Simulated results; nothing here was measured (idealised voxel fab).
process module | voxel self aligned contacts
cross-section cut | 270 nm wide | cells 5 nm
A cross-section is a grid of square cells, given in bands from the top down. A band is one or more rows of cells.
Each band's line starts with the height of the band's top and of its bottom, in nm. Then come its materials from left to right, each with its width in nm. One material with "throughout" fills the band from edge to edge. "air" is empty space.
Height 0 is the level under which the wafer as received is all one material. The lowest band goes on downwards, as in "0 down".
A width such as "30 to 40" changes by the same amount from each row of cells to the next, from the band's top row to its bottom row.
"no change" after a step means that no cell of the cross-section changed.
closed voids: empty space of 8 cells or more with no open way to the top, each as width x height at its distance from the left edge, in nm
after a step's settings: what the simulator itself notes on the step
overlay nm, on a step with a mask: how far to the right of its planned place the mask lay; to the left if negative
plan
1 op RECEIVE | material Si
2 op OXIDIZE | depth nm 5
3 op DIRECTIONAL_DEP | material polySi | thk nm 25
4 op DIRECTIONAL_DEP | material SiN | thk nm 20
5 op PATTERN | tone cover | mask id GATE | material resist | width nm 25 | pitch nm 70 | thk nm 20 | overlay nm -15
6 op DIRECTIONAL_ETCH | etch materials SiN | depth nm 20
7 op DIRECTIONAL_ETCH | etch materials polySi | depth nm 25
8 op STRIP | etch materials resist
9 op CONFORMAL_DEP | material SiN | thk nm 10
10 op DIRECTIONAL_ETCH | etch materials SiN | depth nm 10
11 op FILL_DEP | material SiO2 | thk nm 10
12 op CMP | height nm 50
13 op PATTERN | tone open | mask id CONTACT | material resist | width nm 55 | pitch nm 70 | thk nm 15 | overlay nm 0
14 op DIRECTIONAL_ETCH | etch materials SiO2 | depth nm 55
15 op STRIP | etch materials resist
16 op CONFORMAL_DEP | material TiN | thk nm 5
17 op FILL_DEP | material W | thk nm 10
18 op CMP | height nm 50
19 op CONFORMAL_DEP | material SiN | thk nm 5
varied across the wafers: overlay nm of step 5. The plan shows the first wafer's value. All wafers start alike
first wafer as received, after step 1
  0 down: Si throughout
  closed voids: none
each wafer at the end: cells of each material gained (+) or lost (-) since it was received, then its closed voids
overlay nm -15 | -54 Si | +222 SiN | +229 SiO2 | +62 TiN | +60 W | +75 polySi | closed voids: none
overlay nm -10 | -54 Si | +222 SiN | +229 SiO2 | +62 TiN | +60 W | +75 polySi | closed voids: none
overlay nm -5 | -54 Si | +222 SiN | +229 SiO2 | +62 TiN | +60 W | +75 polySi | closed voids: none
overlay nm 0 | -54 Si | +222 SiN | +229 SiO2 | +62 TiN | +60 W | +75 polySi | closed voids: none
overlay nm 5 | -54 Si | +222 SiN | +229 SiO2 | +62 TiN | +60 W | +75 polySi | closed voids: none
overlay nm 10 | -54 Si | +222 SiN | +229 SiO2 | +62 TiN | +60 W | +75 polySi | closed voids: none
overlay nm 15 | -54 Si | +222 SiN | +229 SiO2 | +62 TiN | +60 W | +75 polySi | closed voids: none
